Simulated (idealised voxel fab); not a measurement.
Documented hereafter: the process module known as voxel self aligned vias.
cross-section cut | 255 nm wide | cells 5 nm
Cross-sections here: square-cell grids, written as top-down lists of bands, a band being one or more rows of cells.
Each band's line starts with the height of the band's top and of its bottom, in nm. Then come its materials from left to right, each with its width in nm. One material with "throughout" fills the band from edge to edge. "air" is empty space.
Note: height 0 marks the level under which the wafer is uniformly one material as received. Lowest band unbounded below, written "0 nm and below".
So if you see something like "30->40" for the width, read it as the top row of the band sitting at the first number and the bottom row at the second, with every row in between moving by the same amount as the last.
Reading "nothing altered" for a step: not a cell of the cross-section changed in it.
If an empty space has no open way to the top and is at least 8 cells in size, "Voids lacking openings" lists it, written width x height at distance, where distance is measured from the left edge and every value is in nm.
If you see something after the settings on a step's line, that's the simulator's own remark about that step.
The line of a step may include "overlay nm". On a step with a mask, this value is how far to the right of its planned place the mask lay. A negative value means the mask lay to the left.

Steps planned for the process
1. RECEIVE,material Si
2. CONFORMAL_DEP,material SiO2,thk nm 10
3. CONFORMAL_DEP,material SiCN,thk nm 5
4. DIRECTIONAL_DEP,material SiO2,thk nm 25
5. DIRECTIONAL_DEP,material aC,thk nm 15
6. PATTERN,tone open,mask id LINES,material resist,width nm 25,pitch nm 75,thk nm 30,overlay nm 0
7. DIRECTIONAL_ETCH,etch materials aC,depth nm 15
8. STRIP,etch materials resist
9. DIRECTIONAL_ETCH,etch materials SiO2,depth nm 25
10. STRIP,etch materials aC
11. CONFORMAL_DEP,material TiN,thk nm 5
12. FILL_DEP,material Ru,thk nm 5
13. CMP,height nm 40
14. SELECTIVE_ETCH,etch materials W Ru TiN,depth nm 10
15. FILL_DEP,material SiN,thk nm 5
16. CMP,height nm 40
17. DIRECTIONAL_DEP,material SiO2,thk nm 15
18. PATTERN,tone open,mask id VIAS,material resist,width nm 45,pitch nm 150,thk nm 15,overlay nm 0
19. DIRECTIONAL_ETCH,etch materials SiO2,depth nm 15
20. DIRECTIONAL_ETCH,etch materials SiN,depth nm 10
21. STRIP,etch materials resist
22. CONFORMAL_DEP,material TiN,thk nm 5
23. FILL_DEP,material Cu,thk nm 10
24. CMP,height nm 55
25. CONFORMAL_DEP,material SiN,thk nm 5

Wafer cross-section on receipt, i.e. after step 1
	0 nm and below  Si throughout
	Voids lacking openings: none

Run as planned - first of the two wafers cross-sectioned at the end of the module
	60 nm to 55 nm  SiN throughout
	55 nm to 45 nm  SiO2 (30)  TiN (5)  Cu (35)  TiN (5)  SiO2 (105)  TiN (5)  Cu (35)  TiN (5)  SiO2 (30)
	45 nm to 40 nm  SiO2 (30)  TiN (15)  Cu (15)  TiN (15)  SiO2 (105)  TiN (15)  Cu (15)  TiN (15)  SiO2 (30)
	40 nm to 35 nm  SiO2 (40)  TiN (5)  Cu (15)  TiN (5)  SiO2 (50)  SiN (25)  SiO2 (50)  TiN (5)  Cu (15)  TiN (5)  SiO2 (40)
	35 nm to 30 nm  SiO2 (40)  TiN (25)  SiO2 (50)  SiN (25)  SiO2 (50)  TiN (25)  SiO2 (40)
	30 nm to 20 nm  SiO2 (40)  TiN (5)  Ru (15)  TiN (5)  SiO2 (50)  TiN (5)  Ru (15)  TiN (5)  SiO2 (50)  TiN (5)  Ru (15)  TiN (5)  SiO2 (40)
	20 nm to 15 nm  SiO2 (40)  TiN (25)  SiO2 (50)  TiN (25)  SiO2 (50)  TiN (25)  SiO2 (40)
	15 nm to 10 nm  SiCN throughout
	10 nm to 0 nm  SiO2 throughout
	0 nm and below  Si throughout
	Voids lacking openings: none

This cross-section belongs to the second wafer of two at the end of the module; the start and the plan were shared with the first, and the run included one mistake
	60 nm to 55 nm  SiN throughout
	55 nm to 45 nm  SiO2 (20)  TiN (5)  Cu (35)  TiN (5)  SiO2 (105)  TiN (5)  Cu (35)  TiN (5)  SiO2 (40)
	45 nm to 40 nm  SiO2 (20)  TiN (25)  Cu (15)  TiN (5)  SiO2 (105)  TiN (25)  Cu (15)  TiN (5)  SiO2 (40)
	40 nm to 35 nm  SiO2 (40)  TiN (5)  Cu (15)  TiN (5)  SiO2 (50)  SiN (25)  SiO2 (50)  TiN (5)  Cu (15)  TiN (5)  SiO2 (40)
	35 nm to 30 nm  SiO2 (40)  TiN (25)  SiO2 (50)  SiN (25)  SiO2 (50)  TiN (25)  SiO2 (40)
	30 nm to 20 nm  SiO2 (40)  TiN (5)  Ru (15)  TiN (5)  SiO2 (50)  TiN (5)  Ru (15)  TiN (5)  SiO2 (50)  TiN (5)  Ru (15)  TiN (5)  SiO2 (40)
	20 nm to 15 nm  SiO2 (40)  TiN (25)  SiO2 (50)  TiN (25)  SiO2 (50)  TiN (25)  SiO2 (40)
	15 nm to 10 nm  SiCN throughout
	10 nm to 0 nm  SiO2 throughout
	0 nm and below  Si throughout
	Voids lacking openings: none
Where did the run depart from the plan? so step 18 ended up running with a different setting than we planned, it ran as PATTERN,tone open,mask id VIAS,material resist,width nm 45,pitch nm 150,thk nm 15,overlay nm -10
Final state: per-material cell counts identical on both wafers; locations differ.
